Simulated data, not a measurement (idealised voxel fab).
Herein follows the process module entitled voxel spacer lines.
Pictured: cross-section cut, 250 nm wide, on a grid of 5 nm square cells.
Format of a cross-section: grid, square cells. Given as bands. Order: top down. Band: one or more rows of cells.
First you get the band's top height and its bottom height, in nm, and then the materials it's made of, left to right, with each width in nm. If you see a single material with "all across", that one covers the band edge to edge. "empty" is empty space.
Basically, 0 is our baseline, since under it the wafer straight out of the box is all one material. The bottom band has no lower end and keeps on going down, so it looks like "0 nm and below".
Width: "30..40" (first number = top row, second number = bottom row, same change from row to row of cells).
What does "left unchanged" mean for a step? It means no cell of the cross-section changed in that step.
"Closed voids list" lists enclosed empty spaces (at least 8 cells, no open path upward to the top), each as width x height at distance from the left edge, in nm.
On a step's line, text after the settings is the simulator commenting on that step.
When a step includes a mask, the "overlay nm" setting on its line states how far to the right of its planned place that mask lay, and negative values state how far to the left.

# Process steps (planned)
| 1 | RECEIVE | material Si |
| 2 | CONFORMAL_DEP | material Al2O3 | thk nm 10 |
| 3 | DIRECTIONAL_DEP | material TiN | thk nm 10 |
| 4 | DIRECTIONAL_DEP | material aC | thk nm 20 |
| 5 | PATTERN | tone cover | mask id MANDREL | material resist | width nm 20 | pitch nm 60 | thk nm 30 | overlay nm 0 |
| 6 | DIRECTIONAL_ETCH | etch materials aC | depth nm 20 |
| 7 | STRIP | etch materials resist |
| 8 | CONFORMAL_DEP | material SiO2 | thk nm 10 |
| 9 | DIRECTIONAL_ETCH | etch materials SiO2 | depth nm 10 |
| 10 | STRIP | etch materials aC |
| 11 | DIRECTIONAL_ETCH | etch materials TiN | depth nm 10 |
| 12 | STRIP | etch materials SiO2 |
| 13 | FILL_DEP | material SiO2 | thk nm 5 |
| 14 | CMP | height nm 20 |

# The first of two wafers, run as planned

# Delivered wafer in cross-section: state after step 1
    0 nm and below: Si all across
    Closed voids list: none

# The wafer, seen in cross-section, after step 2
    10 nm to 0 nm: Al2O3 all across
    below 0: unchanged

# The wafer, seen in cross-section, after step 3
    20 nm to 10 nm: TiN all across
    below 10: unchanged

# The wafer, seen in cross-section, after step 4
    40 nm to 20 nm: aC all across
    below 20: unchanged

# The wafer, seen in cross-section, after step 5
    70 nm to 40 nm: 55 empty | 20 resist | 40 empty | 20 resist | 40 empty | 20 resist | 55 empty
    below 40: unchanged

# The wafer, seen in cross-section, after step 6
    50 nm to 40 nm: 55 empty | 20 resist | 40 empty | 20 resist | 40 empty | 20 resist | 55 empty
    40 nm to 20 nm: 55 empty | 20 aC | 40 empty | 20 aC | 40 empty | 20 aC | 55 empty
    below 20: unchanged

# The wafer, seen in cross-section, after step 7
    40 nm to 20 nm: 55 empty | 20 aC | 40 empty | 20 aC | 40 empty | 20 aC | 55 empty
    below 20: unchanged

# The wafer, seen in cross-section, after step 8
    50 nm to 40 nm: 45 empty | 40 SiO2 | 20 empty | 40 SiO2 | 20 empty | 40 SiO2 | 45 empty
    40 nm to 30 nm: 45 empty | 10 SiO2 | 20 aC | 10 SiO2 | 20 empty | 10 SiO2 | 20 aC | 10 SiO2 | 20 empty | 10 SiO2 | 20 aC | 10 SiO2 | 45 empty
    30 nm to 20 nm: 55 SiO2 | 20 aC | 40 SiO2 | 20 aC | 40 SiO2 | 20 aC | 55 SiO2
    below 20: unchanged

# The wafer, seen in cross-section, after step 9
    40 nm to 20 nm: 45 empty | 10 SiO2 | 20 aC | 10 SiO2 | 20 empty | 10 SiO2 | 20 aC | 10 SiO2 | 20 empty | 10 SiO2 | 20 aC | 10 SiO2 | 45 empty
    below 20: unchanged

# The wafer, seen in cross-section, after step 10
    40 nm to 20 nm: 45 empty | 10 SiO2 | 20 empty | 10 SiO2 | 20 empty | 10 SiO2 | 20 empty | 10 SiO2 | 20 empty | 10 SiO2 | 20 empty | 10 SiO2 | 45 empty
    below 20: unchanged

# The wafer, seen in cross-section, after step 11
    40 nm to 20 nm: 45 empty | 10 SiO2 | 20 empty | 10 SiO2 | 20 empty | 10 SiO2 | 20 empty | 10 SiO2 | 20 empty | 10 SiO2 | 20 empty | 10 SiO2 | 45 empty
    20 nm to 10 nm: 45 empty | 10 TiN | 20 empty | 10 TiN | 20 empty | 10 TiN | 20 empty | 10 TiN | 20 empty | 10 TiN | 20 empty | 10 TiN | 45 empty
    below 10: unchanged

# The wafer, seen in cross-section, after step 12
    20 nm to 10 nm: 45 empty | 10 TiN | 20 empty | 10 TiN | 20 empty | 10 TiN | 20 empty | 10 TiN | 20 empty | 10 TiN | 20 empty | 10 TiN | 45 empty
    below 10: unchanged

# The wafer, seen in cross-section, after step 13
    25 nm to 20 nm: SiO2 all across
    20 nm to 10 nm: 45 SiO2 | 10 TiN | 20 SiO2 | 10 TiN | 20 SiO2 | 10 TiN | 20 SiO2 | 10 TiN | 20 SiO2 | 10 TiN | 20 SiO2 | 10 TiN | 45 SiO2
    below 10: unchanged

# The wafer, seen in cross-section, after step 14
    20 nm to 10 nm: 45 SiO2 | 10 TiN | 20 SiO2 | 10 TiN | 20 SiO2 | 10 TiN | 20 SiO2 | 10 TiN | 20 SiO2 | 10 TiN | 20 SiO2 | 10 TiN | 45 SiO2
    below 10: unchanged

# Second Wafer (Identical Start and Plan, One Processing Error; Matches First Wafer Through Step 4)

# What the second wafer looks like in cross-section when step 5 should have wrapped up
    70 nm to 40 nm: 60 empty | 20 resist | 40 empty | 20 resist | 40 empty | 20 resist | 50 empty
    below 40: unchanged

# What the second wafer looks like in cross-section when step 6 should have wrapped up
    50 nm to 40 nm: 60 empty | 20 resist | 40 empty | 20 resist | 40 empty | 20 resist | 50 empty
    40 nm to 20 nm: 60 empty | 20 aC | 40 empty | 20 aC | 40 empty | 20 aC | 50 empty
    below 20: unchanged

# What the second wafer looks like in cross-section when step 7 should have wrapped up
    40 nm to 20 nm: 60 empty | 20 aC | 40 empty | 20 aC | 40 empty | 20 aC | 50 empty
    below 20: unchanged

# What the second wafer looks like in cross-section when step 8 should have wrapped up
    50 nm to 40 nm: 50 empty | 40 SiO2 | 20 empty | 40 SiO2 | 20 empty | 40 SiO2 | 40 empty
    40 nm to 30 nm: 50 empty | 10 SiO2 | 20 aC | 10 SiO2 | 20 empty | 10 SiO2 | 20 aC | 10 SiO2 | 20 empty | 10 SiO2 | 20 aC | 10 SiO2 | 40 empty
    30 nm to 20 nm: 60 SiO2 | 20 aC | 40 SiO2 | 20 aC | 40 SiO2 | 20 aC | 50 SiO2
    below 20: unchanged

# What the second wafer looks like in cross-section when step 9 should have wrapped up
    40 nm to 20 nm: 50 empty | 10 SiO2 | 20 aC | 10 SiO2 | 20 empty | 10 SiO2 | 20 aC | 10 SiO2 | 20 empty | 10 SiO2 | 20 aC | 10 SiO2 | 40 empty
    below 20: unchanged

# What the second wafer looks like in cross-section when step 10 should have wrapped up
    40 nm to 20 nm: 50 empty | 10 SiO2 | 20 empty | 10 SiO2 | 20 empty | 10 SiO2 | 20 empty | 10 SiO2 | 20 empty | 10 SiO2 | 20 empty | 10 SiO2 | 40 empty
    below 20: unchanged

# What the second wafer looks like in cross-section when step 11 should have wrapped up
    40 nm to 20 nm: 50 empty | 10 SiO2 | 20 empty | 10 SiO2 | 20 empty | 10 SiO2 | 20 empty | 10 SiO2 | 20 empty | 10 SiO2 | 20 empty | 10 SiO2 | 40 empty
    20 nm to 10 nm: 50 empty | 10 TiN | 20 empty | 10 TiN | 20 empty | 10 TiN | 20 empty | 10 TiN | 20 empty | 10 TiN | 20 empty | 10 TiN | 40 empty
    below 10: unchanged

# What the second wafer looks like in cross-section when step 12 should have wrapped up
    20 nm to 10 nm: 50 empty | 10 TiN | 20 empty | 10 TiN | 20 empty | 10 TiN | 20 empty | 10 TiN | 20 empty | 10 TiN | 20 empty | 10 TiN | 40 empty
    below 10: unchanged

# What the second wafer looks like in cross-section when step 13 should have wrapped up
    25 nm to 20 nm: SiO2 all across
    20 nm to 10 nm: 50 SiO2 | 10 TiN | 20 SiO2 | 10 TiN | 20 SiO2 | 10 TiN | 20 SiO2 | 10 TiN | 20 SiO2 | 10 TiN | 20 SiO2 | 10 TiN | 40 SiO2
    below 10: unchanged

# What the second wafer looks like in cross-section when step 14 should have wrapped up
    20 nm to 10 nm: 50 SiO2 | 10 TiN | 20 SiO2 | 10 TiN | 20 SiO2 | 10 TiN | 20 SiO2 | 10 TiN | 20 SiO2 | 10 TiN | 20 SiO2 | 10 TiN | 40 SiO2
    below 10: unchanged
What was done differently from what was planned? note that step 5 departed from the planned setting and was carried out as PATTERN | tone cover | mask id MANDREL | material resist | width nm 20 | pitch nm 60 | thk nm 30 | overlay nm 5
Tallied in cells, the final second wafer holds each material in the same quantity as the first, although not at the same places.
